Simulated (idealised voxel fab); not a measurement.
Process module, titled voxel quadruple lines
FYI the section here is cut, 140 nm wide, cells are 5 nm squares.
In what follows, cross-sections appear as grids of square cells, described through bands that run from the top down, where every band is one or more rows of cells.
A band entry consists of two parts. The first gives the height of the band's top and the height of its bottom, in nm. The rest lists the band's materials from left to right, each with its width in nm. A single material labelled with the word "all across" fills the band from edge to edge, and the word "air" marks empty space.
Height 0 is the level under which the wafer as received is all one material. The lowest band goes on downwards, as in "from 0 down".
A width such as "30 to 40" changes by the same amount from each row of cells to the next, from the band's top row to its bottom row.
The cross-section has no changed cell in any step marked "nothing altered".
"Fully sealed voids" lists enclosed empty spaces (at least 8 cells, no open path upward to the top), each as width x height at distance from the left edge, in nm.
If you see something after the settings on a step's line, that's the simulator's own remark about that step.
The line of a step may include "overlay nm". On a step with a mask, this value is how far to the right of its planned place the mask lay. A negative value means the mask lay to the left.
Planned step list for the process:
1) RECEIVE,material Si
2) CONFORMAL_DEP,material SiO2,thk nm 5
3) DIRECTIONAL_DEP,material TiN,thk nm 10
4) DIRECTIONAL_DEP,material polySi,thk nm 15
5) DIRECTIONAL_DEP,material aC,thk nm 20
6) PATTERN,tone cover,mask id MANDREL,material resist,width nm 35,thk nm 25,overlay nm 0
7) DIRECTIONAL_ETCH,etch materials aC,depth nm 20
8) STRIP,etch materials resist
9) CONFORMAL_DEP,material SiO2,thk nm 15
10) DIRECTIONAL_ETCH,etch materials SiO2,depth nm 15
11) STRIP,etch materials aC
12) DIRECTIONAL_ETCH,etch materials polySi,depth nm 15
13) STRIP,etch materials SiO2
14) CONFORMAL_DEP,material SiCN,thk nm 10
15) DIRECTIONAL_ETCH,etch materials SiCN,depth nm 10
16) STRIP,etch materials polySi
17) DIRECTIONAL_ETCH,etch materials TiN,depth nm 10
18) STRIP,etch materials SiCN
19) FILL_DEP,material SiO2,thk nm 10
20) CMP,height nm 15
First wafer of two (run as planned):
Wafer cross-section on receipt, i.e. after step 1:
> from 0 down = Si all across
> Fully sealed voids: none
Wafer xsec, post step 2:
> from 5 to 0 = SiO2 all across
> At heights below 0, the structure remains unaltered.
Wafer xsec, post step 3:
> from 15 to 5 = TiN all across
> At heights below 5, the structure remains unaltered.
Wafer xsec, post step 4:
> from 30 to 15 = polySi all across
> At heights below 15, the structure remains unaltered.
Wafer xsec, post step 5:
> from 50 to 30 = aC all across
> At heights below 30, the structure remains unaltered.
Wafer xsec, post step 6:
> from 75 to 50 = air 50 nm, resist 35 nm, air 55 nm
> At heights below 50, the structure remains unaltered.
Wafer xsec, post step 7:
> from 55 to 50 = air 50 nm, resist 35 nm, air 55 nm
> from 50 to 30 = air 50 nm, aC 35 nm, air 55 nm
> At heights below 30, the structure remains unaltered.
Wafer xsec, post step 8:
> from 50 to 30 = air 50 nm, aC 35 nm, air 55 nm
> At heights below 30, the structure remains unaltered.
Wafer xsec, post step 9:
> from 65 to 50 = air 35 nm, SiO2 65 nm, air 40 nm
> from 50 to 45 = air 35 nm, SiO2 15 nm, aC 35 nm, SiO2 15 nm, air 40 nm
> from 45 to 30 = SiO2 50 nm, aC 35 nm, SiO2 55 nm
> At heights below 30, the structure remains unaltered.
Wafer xsec, post step 10:
> from 50 to 30 = air 35 nm, SiO2 15 nm, aC 35 nm, SiO2 15 nm, air 40 nm
> At heights below 30, the structure remains unaltered.
Wafer xsec, post step 11:
> from 50 to 30 = air 35 nm, SiO2 15 nm, air 35 nm, SiO2 15 nm, air 40 nm
> At heights below 30, the structure remains unaltered.
Wafer xsec, post step 12:
> from 50 to 30 = air 35 nm, SiO2 15 nm, air 35 nm, SiO2 15 nm, air 40 nm
> from 30 to 15 = air 35 nm, polySi 15 nm, air 35 nm, polySi 15 nm, air 40 nm
> At heights below 15, the structure remains unaltered.
Wafer xsec, post step 13:
> from 30 to 15 = air 35 nm, polySi 15 nm, air 35 nm, polySi 15 nm, air 40 nm
> At heights below 15, the structure remains unaltered.
Wafer xsec, post step 14:
> from 40 to 30 = air 25 nm, SiCN 35 nm, air 15 nm, SiCN 35 nm, air 30 nm
> from 30 to 25 = air 25 nm, SiCN 10 nm, polySi 15 nm, SiCN 10 nm, air 15 nm, SiCN 10 nm, polySi 15 nm, SiCN 10 nm, air 30 nm
> from 25 to 15 = SiCN 35 nm, polySi 15 nm, SiCN 35 nm, polySi 15 nm, SiCN 40 nm
> At heights below 15, the structure remains unaltered.
Wafer xsec, post step 15:
> from 30 to 15 = air 25 nm, SiCN 10 nm, polySi 15 nm, SiCN 10 nm, air 15 nm, SiCN 10 nm, polySi 15 nm, SiCN 10 nm, air 30 nm
> At heights below 15, the structure remains unaltered.
Wafer xsec, post step 16:
> from 30 to 15 = air 25 nm, SiCN 10 nm, air 15 nm, SiCN 10 nm, air 15 nm, SiCN 10 nm, air 15 nm, SiCN 10 nm, air 30 nm
> At heights below 15, the structure remains unaltered.
Wafer xsec, post step 17:
> from 30 to 15 = air 25 nm, SiCN 10 nm, air 15 nm, SiCN 10 nm, air 15 nm, SiCN 10 nm, air 15 nm, SiCN 10 nm, air 30 nm
> from 15 to 5 = air 25 nm, TiN 10 nm, air 15 nm, TiN 10 nm, air 15 nm, TiN 10 nm, air 15 nm, TiN 10 nm, air 30 nm
> At heights below 5, the structure remains unaltered.
Wafer xsec, post step 18:
> from 15 to 5 = air 25 nm, TiN 10 nm, air 15 nm, TiN 10 nm, air 15 nm, TiN 10 nm, air 15 nm, TiN 10 nm, air 30 nm
> At heights below 5, the structure remains unaltered.
Wafer xsec, post step 19:
> from 25 to 15 = SiO2 all across
> from 15 to 5 = SiO2 25 nm, TiN 10 nm, SiO2 15 nm, TiN 10 nm, SiO2 15 nm, TiN 10 nm, SiO2 15 nm, TiN 10 nm, SiO2 30 nm
> At heights below 5, the structure remains unaltered.
Wafer xsec, post step 20:
> from 15 to 5 = SiO2 25 nm, TiN 10 nm, SiO2 15 nm, TiN 10 nm, SiO2 15 nm, TiN 10 nm, SiO2 15 nm, TiN 10 nm, SiO2 30 nm
> At heights below 5, the structure remains unaltered.
Second wafer. Start and plan as for the first. One mistake made in running. Agrees with the first up to and including step 5:
Second wafer, sectioned view, at step 6's planned end time:
> from 75 to 50 = air 45 nm, resist 35 nm, air 60 nm
> At heights below 50, the structure remains unaltered.
Second wafer, sectioned view, at step 7's planned end time:
> from 55 to 50 = air 45 nm, resist 35 nm, air 60 nm
> from 50 to 30 = air 45 nm, aC 35 nm, air 60 nm
> At heights below 30, the structure remains unaltered.
Second wafer, sectioned view, at step 8's planned end time:
> from 50 to 30 = air 45 nm, aC 35 nm, air 60 nm
> At heights below 30, the structure remains unaltered.
Second wafer, sectioned view, at step 9's planned end time:
> from 65 to 50 = air 30 nm, SiO2 65 nm, air 45 nm
> from 50 to 45 = air 30 nm, SiO2 15 nm, aC 35 nm, SiO2 15 nm, air 45 nm
> from 45 to 30 = SiO2 45 nm, aC 35 nm, SiO2 60 nm
> At heights below 30, the structure remains unaltered.
Second wafer, sectioned view, at step 10's planned end time:
> from 50 to 30 = air 30 nm, SiO2 15 nm, aC 35 nm, SiO2 15 nm, air 45 nm
> At heights below 30, the structure remains unaltered.
Second wafer, sectioned view, at step 11's planned end time:
> from 50 to 30 = air 30 nm, SiO2 15 nm, air 35 nm, SiO2 15 nm, air 45 nm
> At heights below 30, the structure remains unaltered.
Second wafer, sectioned view, at step 12's planned end time:
> from 50 to 30 = air 30 nm, SiO2 15 nm, air 35 nm, SiO2 15 nm, air 45 nm
> from 30 to 15 = air 30 nm, polySi 15 nm, air 35 nm, polySi 15 nm, air 45 nm
> At heights below 15, the structure remains unaltered.
Second wafer, sectioned view, at step 13's planned end time:
> from 30 to 15 = air 30 nm, polySi 15 nm, air 35 nm, polySi 15 nm, air 45 nm
> At heights below 15, the structure remains unaltered.
Second wafer, sectioned view, at step 14's planned end time:
> from 40 to 30 = air 20 nm, SiCN 35 nm, air 15 nm, SiCN 35 nm, air 35 nm
> from 30 to 25 = air 20 nm, SiCN 10 nm, polySi 15 nm, SiCN 10 nm, air 15 nm, SiCN 10 nm, polySi 15 nm, SiCN 10 nm, air 35 nm
> from 25 to 15 = SiCN 30 nm, polySi 15 nm, SiCN 35 nm, polySi 15 nm, SiCN 45 nm
> At heights below 15, the structure remains unaltered.
Second wafer, sectioned view, at step 15's planned end time:
> from 30 to 15 = air 20 nm, SiCN 10 nm, polySi 15 nm, SiCN 10 nm, air 15 nm, SiCN 10 nm, polySi 15 nm, SiCN 10 nm, air 35 nm
> At heights below 15, the structure remains unaltered.
Second wafer, sectioned view, at step 16's planned end time:
> from 30 to 15 = air 20 nm, SiCN 10 nm, air 15 nm, SiCN 10 nm, air 15 nm, SiCN 10 nm, air 15 nm, SiCN 10 nm, air 35 nm
> At heights below 15, the structure remains unaltered.
Second wafer, sectioned view, at step 17's planned end time:
> from 30 to 15 = air 20 nm, SiCN 10 nm, air 15 nm, SiCN 10 nm, air 15 nm, SiCN 10 nm, air 15 nm, SiCN 10 nm, air 35 nm
> from 15 to 5 = air 20 nm, TiN 10 nm, air 15 nm, TiN 10 nm, air 15 nm, TiN 10 nm, air 15 nm, TiN 10 nm, air 35 nm
> At heights below 5, the structure remains unaltered.
Second wafer, sectioned view, at step 18's planned end time:
> from 15 to 5 = air 20 nm, TiN 10 nm, air 15 nm, TiN 10 nm, air 15 nm, TiN 10 nm, air 15 nm, TiN 10 nm, air 35 nm
> At heights below 5, the structure remains unaltered.
Second wafer, sectioned view, at step 19's planned end time:
> from 25 to 15 = SiO2 all across
> from 15 to 5 = SiO2 20 nm, TiN 10 nm, SiO2 15 nm, TiN 10 nm, SiO2 15 nm, TiN 10 nm, SiO2 15 nm, TiN 10 nm, SiO2 35 nm
> At heights below 5, the structure remains unaltered.
Second wafer, sectioned view, at step 20's planned end time:
> from 15 to 5 = SiO2 20 nm, TiN 10 nm, SiO2 15 nm, TiN 10 nm, SiO2 15 nm, TiN 10 nm, SiO2 15 nm, TiN 10 nm, SiO2 35 nm
> At heights below 5, the structure remains unaltered.
It is concluded that the wafer was processed incorrectly with respect to the plan, in that step 6 did not use the planned setting and instead ran as PATTERN,tone cover,mask id MANDREL,material resist,width nm 35,thk nm 25,overlay nm -5
Upon completion, the cell count for each material on the second wafer equals that on the first, whereas the spatial distribution of those cells differs.
